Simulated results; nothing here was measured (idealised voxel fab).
process module | voxel gate over fins
cross-section cut | 235 nm wide | cells 5 nm
A cross-section is a grid of square cells, given in bands from the top down. A band is one or more rows of cells.
Each band's line starts with the height of the band's top and of its bottom, in nm. Then come its materials from left to right, each with its width in nm. One material with "throughout" fills the band from edge to edge. "air" is empty space.
Height 0 is the level under which the wafer as received is all one material. The lowest band goes on downwards, as in "0 down".
A width such as "30 to 40" changes by the same amount from each row of cells to the next, from the band's top row to its bottom row.
"no change" after a step means that no cell of the cross-section changed.
closed voids: empty space of 8 cells or more with no open way to the top, each as width x height at its distance from the left edge, in nm
after a step's settings: what the simulator itself notes on the step
overlay nm, on a step with a mask: how far to the right of its planned place the mask lay; to the left if negative
plan
1 op RECEIVE | material Si
2 op CONFORMAL_DEP | material SiN | thk nm 10
3 op DIRECTIONAL_DEP | material aC | thk nm 10
4 op PATTERN | tone cover | mask id FINS | material resist | width nm 15 | pitch nm 50 | thk nm 25 | overlay nm 0
5 op DIRECTIONAL_ETCH | etch materials aC | depth nm 10
6 op STRIP | etch materials resist
7 op DIRECTIONAL_ETCH | etch materials SiN | depth nm 10
8 op DIRECTIONAL_ETCH | etch materials Si | depth nm 35
9 op STRIP | etch materials aC
10 op OXIDIZE | depth nm 5
11 op FILL_DEP | material SiO2 | thk nm 10
12 op CMP | height nm 10
13 op DIRECTIONAL_DEP | material aC | thk nm 10
14 op PATTERN | tone open | mask id RAIL | material resist | width nm 15 | thk nm 30 | overlay nm 0
15 op DIRECTIONAL_ETCH | etch materials aC | depth nm 10
16 op STRIP | etch materials resist
17 op DIRECTIONAL_ETCH | etch materials SiO2 | depth nm 40
18 op STRIP | etch materials aC
19 op CONFORMAL_DEP | material TiN | thk nm 5
20 op FILL_DEP | material Ru | thk nm 5
21 op CMP | height nm 10
22 op SELECTIVE_ETCH | etch materials W Ru TiN | depth nm 35
23 op FILL_DEP | material SiO2 | thk nm 5
24 op CMP | height nm 10
25 op SELECTIVE_ETCH | etch materials SiO2 | depth nm 25
26 op STRIP | etch materials SiN
27 op CONFORMAL_DEP | material HfO2 | thk nm 5
28 op CONFORMAL_DEP | material TiN | thk nm 5
29 op CONFORMAL_DEP | material TiAl | thk nm 5
30 op CONFORMAL_DEP | material TiN | thk nm 5
31 op FILL_DEP | material W | thk nm 10
32 op CMP | height nm 25
33 op CONFORMAL_DEP | material SiN | thk nm 10
first wafer, as planned
as received, after step 1
  0 down: Si throughout
  closed voids: none
after step 2
  10 to 0: SiN throughout
  below 0: unchanged
after step 3
  20 to 10: aC throughout
  below 10: unchanged
after step 4
  45 to 20: air 35 | resist 15 | air 35 | resist 15 | air 35 | resist 15 | air 35 | resist 15 | air 35
  below 20: unchanged
after step 5
  35 to 20: air 35 | resist 15 | air 35 | resist 15 | air 35 | resist 15 | air 35 | resist 15 | air 35
  20 to 10: air 35 | aC 15 | air 35 | aC 15 | air 35 | aC 15 | air 35 | aC 15 | air 35
  below 10: unchanged
after step 6
  20 to 10: air 35 | aC 15 | air 35 | aC 15 | air 35 | aC 15 | air 35 | aC 15 | air 35
  below 10: unchanged
after step 7
  20 to 10: air 35 | aC 15 | air 35 | aC 15 | air 35 | aC 15 | air 35 | aC 15 | air 35
  10 to 0: air 35 | SiN 15 | air 35 | SiN 15 | air 35 | SiN 15 | air 35 | SiN 15 | air 35
  below 0: unchanged
after step 8
  20 to 10: air 35 | aC 15 | air 35 | aC 15 | air 35 | aC 15 | air 35 | aC 15 | air 35
  10 to 0: air 35 | SiN 15 | air 35 | SiN 15 | air 35 | SiN 15 | air 35 | SiN 15 | air 35
  0 to -35: air 35 | Si 15 | air 35 | Si 15 | air 35 | Si 15 | air 35 | Si 15 | air 35
  below -35: unchanged
after step 9
  10 to 0: air 35 | SiN 15 | air 35 | SiN 15 | air 35 | SiN 15 | air 35 | SiN 15 | air 35
  below 0: unchanged
after step 10
  10 to 0: air 35 | SiN 15 | air 35 | SiN 15 | air 35 | SiN 15 | air 35 | SiN 15 | air 35
  0 to -35: air 35 | SiO2 5 | Si 5 | SiO2 5 | air 35 | SiO2 5 | Si 5 | SiO2 5 | air 35 | SiO2 5 | Si 5 | SiO2 5 | air 35 | SiO2 5 | Si 5 | SiO2 5 | air 35
  -35 to -40: SiO2 40 | Si 5 | SiO2 45 | Si 5 | SiO2 45 | Si 5 | SiO2 45 | Si 5 | SiO2 40
  below -40: unchanged
after step 11
  20 to 10: SiO2 throughout
  10 to 0: SiO2 35 | SiN 15 | SiO2 35 | SiN 15 | SiO2 35 | SiN 15 | SiO2 35 | SiN 15 | SiO2 35
  0 to -40: SiO2 40 | Si 5 | SiO2 45 | Si 5 | SiO2 45 | Si 5 | SiO2 45 | Si 5 | SiO2 40
  below -40: unchanged
after step 12
  10 to 0: SiO2 35 | SiN 15 | SiO2 35 | SiN 15 | SiO2 35 | SiN 15 | SiO2 35 | SiN 15 | SiO2 35
  below 0: unchanged
after step 13
  20 to 10: aC throughout
  below 10: unchanged
after step 14
  50 to 20: resist 60 | air 15 | resist 160
  below 20: unchanged
after step 15
  40 to 20: resist 60 | air 15 | resist 160
  20 to 10: aC 60 | air 15 | aC 160
  below 10: unchanged
after step 16
  20 to 10: aC 60 | air 15 | aC 160
  below 10: unchanged
after step 17
  20 to 10: aC 60 | air 15 | aC 160
  10 to 0: SiO2 35 | SiN 15 | SiO2 10 | air 15 | SiO2 10 | SiN 15 | SiO2 35 | SiN 15 | SiO2 35 | SiN 15 | SiO2 35
  0 to -30: SiO2 40 | Si 5 | SiO2 15 | air 15 | SiO2 15 | Si 5 | SiO2 45 | Si 5 | SiO2 45 | Si 5 | SiO2 40
  below -30: unchanged
after step 18
  10 to 0: SiO2 35 | SiN 15 | SiO2 10 | air 15 | SiO2 10 | SiN 15 | SiO2 35 | SiN 15 | SiO2 35 | SiN 15 | SiO2 35
  below 0: unchanged
after step 19
  15 to 10: TiN 65 | air 5 | TiN 165
  10 to 0: SiO2 35 | SiN 15 | SiO2 10 | TiN 5 | air 5 | TiN 5 | SiO2 10 | SiN 15 | SiO2 35 | SiN 15 | SiO2 35 | SiN 15 | SiO2 35
  0 to -25: SiO2 40 | Si 5 | SiO2 15 | TiN 5 | air 5 | TiN 5 | SiO2 15 | Si 5 | SiO2 45 | Si 5 | SiO2 45 | Si 5 | SiO2 40
  -25 to -30: SiO2 40 | Si 5 | SiO2 15 | TiN 15 | SiO2 15 | Si 5 | SiO2 45 | Si 5 | SiO2 45 | Si 5 | SiO2 40
  below -30: unchanged
after step 20
  20 to 15: Ru throughout
  15 to 10: TiN 65 | Ru 5 | TiN 165
  10 to 0: SiO2 35 | SiN 15 | SiO2 10 | TiN 5 | Ru 5 | TiN 5 | SiO2 10 | SiN 15 | SiO2 35 | SiN 15 | SiO2 35 | SiN 15 | SiO2 35
  0 to -25: SiO2 40 | Si 5 | SiO2 15 | TiN 5 | Ru 5 | TiN 5 | SiO2 15 | Si 5 | SiO2 45 | Si 5 | SiO2 45 | Si 5 | SiO2 40
  below -25: unchanged
after step 21
  10 to 0: SiO2 35 | SiN 15 | SiO2 10 | TiN 5 | Ru 5 | TiN 5 | SiO2 10 | SiN 15 | SiO2 35 | SiN 15 | SiO2 35 | SiN 15 | SiO2 35
  below 0: unchanged
after step 22
  10 to 0: SiO2 35 | SiN 15 | SiO2 10 | air 15 | SiO2 10 | SiN 15 | SiO2 35 | SiN 15 | SiO2 35 | SiN 15 | SiO2 35
  0 to -25: SiO2 40 | Si 5 | SiO2 15 | air 15 | SiO2 15 | Si 5 | SiO2 45 | Si 5 | SiO2 45 | Si 5 | SiO2 40
  below -25: unchanged
after step 23
  15 to 10: SiO2 throughout
  10 to 0: SiO2 35 | SiN 15 | SiO2 35 | SiN 15 | SiO2 35 | SiN 15 | SiO2 35 | SiN 15 | SiO2 35
  0 to -25: SiO2 40 | Si 5 | SiO2 45 | Si 5 | SiO2 45 | Si 5 | SiO2 45 | Si 5 | SiO2 40
  below -25: unchanged
after step 24
  10 to 0: SiO2 35 | SiN 15 | SiO2 35 | SiN 15 | SiO2 35 | SiN 15 | SiO2 35 | SiN 15 | SiO2 35
  below 0: unchanged
after step 25
  10 to 0: air 35 | SiN 15 | air 35 | SiN 15 | air 35 | SiN 15 | air 35 | SiN 15 | air 35
  0 to -15: air 40 | Si 5 | air 45 | Si 5 | air 45 | Si 5 | air 45 | Si 5 | air 40
  below -15: unchanged
after step 26
  0 to -15: air 40 | Si 5 | air 45 | Si 5 | air 45 | Si 5 | air 45 | Si 5 | air 40
  below -15: unchanged
after step 27
  5 to 0: air 35 | HfO2 15 | air 35 | HfO2 15 | air 35 | HfO2 15 | air 35 | HfO2 15 | air 35
  0 to -10: air 35 | HfO2 5 | Si 5 | HfO2 5 | air 35 | HfO2 5 | Si 5 | HfO2 5 | air 35 | HfO2 5 | Si 5 | HfO2 5 | air 35 | HfO2 5 | Si 5 | HfO2 5 | air 35
  -10 to -15: HfO2 40 | Si 5 | HfO2 45 | Si 5 | HfO2 45 | Si 5 | HfO2 45 | Si 5 | HfO2 40
  below -15: unchanged
after step 28
  10 to 5: air 30 | TiN 25 | air 25 | TiN 25 | air 25 | TiN 25 | air 25 | TiN 25 | air 30
  5 to 0: air 30 | TiN 5 | HfO2 15 | TiN 5 | air 25 | TiN 5 | HfO2 15 | TiN 5 | air 25 | TiN 5 | HfO2 15 | TiN 5 | air 25 | TiN 5 | HfO2 15 | TiN 5 | air 30
  0 to -5: air 30 | TiN 5 | HfO2 5 | Si 5 | HfO2 5 | TiN 5 | air 25 | TiN 5 | HfO2 5 | Si 5 | HfO2 5 | TiN 5 | air 25 | TiN 5 | HfO2 5 | Si 5 | HfO2 5 | TiN 5 | air 25 | TiN 5 | HfO2 5 | Si 5 | HfO2 5 | TiN 5 | air 30
  -5 to -10: TiN 35 | HfO2 5 | Si 5 | HfO2 5 | TiN 35 | HfO2 5 | Si 5 | HfO2 5 | TiN 35 | HfO2 5 | Si 5 | HfO2 5 | TiN 35 | HfO2 5 | Si 5 | HfO2 5 | TiN 35
  below -10: unchanged
after step 29
  15 to 10: air 25 | TiAl 35 | air 15 | TiAl 35 | air 15 | TiAl 35 | air 15 | TiAl 35 | air 25
  10 to 5: air 25 | TiAl 5 | TiN 25 | TiAl 5 | air 15 | TiAl 5 | TiN 25 | TiAl 5 | air 15 | TiAl 5 | TiN 25 | TiAl 5 | air 15 | TiAl 5 | TiN 25 | TiAl 5 | air 25
  5 to 0: air 25 | TiAl 5 | TiN 5 | HfO2 15 | TiN 5 | TiAl 5 | air 15 | TiAl 5 | TiN 5 | HfO2 15 | TiN 5 | TiAl 5 | air 15 | TiAl 5 | TiN 5 | HfO2 15 | TiN 5 | TiAl 5 | air 15 | TiAl 5 | TiN 5 | HfO2 15 | TiN 5 | TiAl 5 | air 25
  0 to -5: TiAl 30 | TiN 5 | HfO2 5 | Si 5 | HfO2 5 | TiN 5 | TiAl 25 | TiN 5 | HfO2 5 | Si 5 | HfO2 5 | TiN 5 | TiAl 25 | TiN 5 | HfO2 5 | Si 5 | HfO2 5 | TiN 5 | TiAl 25 | TiN 5 | HfO2 5 | Si 5 | HfO2 5 | TiN 5 | TiAl 30
  below -5: unchanged
after step 30
  20 to 15: air 20 | TiN 45 | air 5 | TiN 45 | air 5 | TiN 45 | air 5 | TiN 45 | air 20
  15 to 10: air 20 | TiN 5 | TiAl 35 | TiN 5 | air 5 | TiN 5 | TiAl 35 | TiN 5 | air 5 | TiN 5 | TiAl 35 | TiN 5 | air 5 | TiN 5 | TiAl 35 | TiN 5 | air 20
  10 to 5: air 20 | TiN 5 | TiAl 5 | TiN 25 | TiAl 5 | TiN 5 | air 5 | TiN 5 | TiAl 5 | TiN 25 | TiAl 5 | TiN 5 | air 5 | TiN 5 | TiAl 5 | TiN 25 | TiAl 5 | TiN 5 | air 5 | TiN 5 | TiAl 5 | TiN 25 | TiAl 5 | TiN 5 | air 20
  5 to 0: TiN 25 | TiAl 5 | TiN 5 | HfO2 15 | TiN 5 | TiAl 5 | TiN 15 | TiAl 5 | TiN 5 | HfO2 15 | TiN 5 | TiAl 5 | TiN 15 | TiAl 5 | TiN 5 | HfO2 15 | TiN 5 | TiAl 5 | TiN 15 | TiAl 5 | TiN 5 | HfO2 15 | TiN 5 | TiAl 5 | TiN 25
  below 0: unchanged
after step 31
  30 to 20: W throughout
  20 to 15: W 20 | TiN 45 | W 5 | TiN 45 | W 5 | TiN 45 | W 5 | TiN 45 | W 20
  15 to 10: W 20 | TiN 5 | TiAl 35 | TiN 5 | W 5 | TiN 5 | TiAl 35 | TiN 5 | W 5 | TiN 5 | TiAl 35 | TiN 5 | W 5 | TiN 5 | TiAl 35 | TiN 5 | W 20
  10 to 5: W 20 | TiN 5 | TiAl 5 | TiN 25 | TiAl 5 | TiN 5 | W 5 | TiN 5 | TiAl 5 | TiN 25 | TiAl 5 | TiN 5 | W 5 | TiN 5 | TiAl 5 | TiN 25 | TiAl 5 | TiN 5 | W 5 | TiN 5 | TiAl 5 | TiN 25 | TiAl 5 | TiN 5 | W 20
  below 5: unchanged
after step 32
  25 to 20: W throughout
  below 20: unchanged
after step 33
  35 to 25: SiN throughout
  below 25: unchanged
second wafer: like start, like plan, one mistake. Through step 28 it matches the first wafer
when step 29 should have ended: no change
when step 30 should have ended
  15 to 5: air 25 | TiN 35 | air 15 | TiN 35 | air 15 | TiN 35 | air 15 | TiN 35 | air 25
  5 to 0: air 25 | TiN 10 | HfO2 15 | TiN 10 | air 15 | TiN 10 | HfO2 15 | TiN 10 | air 15 | TiN 10 | HfO2 15 | TiN 10 | air 15 | TiN 10 | HfO2 15 | TiN 10 | air 25
  0 to -10: TiN 35 | HfO2 5 | Si 5 | HfO2 5 | TiN 35 | HfO2 5 | Si 5 | HfO2 5 | TiN 35 | HfO2 5 | Si 5 | HfO2 5 | TiN 35 | HfO2 5 | Si 5 | HfO2 5 | TiN 35
  below -10: unchanged
when step 31 should have ended
  25 to 15: W throughout
  15 to 5: W 25 | TiN 35 | W 15 | TiN 35 | W 15 | TiN 35 | W 15 | TiN 35 | W 25
  5 to 0: W 25 | TiN 10 | HfO2 15 | TiN 10 | W 15 | TiN 10 | HfO2 15 | TiN 10 | W 15 | TiN 10 | HfO2 15 | TiN 10 | W 15 | TiN 10 | HfO2 15 | TiN 10 | W 25
  below 0: unchanged
when step 32 should have ended: no change
when step 33 should have ended
  35 to 25: SiN throughout
  below 25: unchanged
what went wrong: step 29 was left out
at the end the second wafer has, in cells: 71 fewer of TiAl | 71 more of W
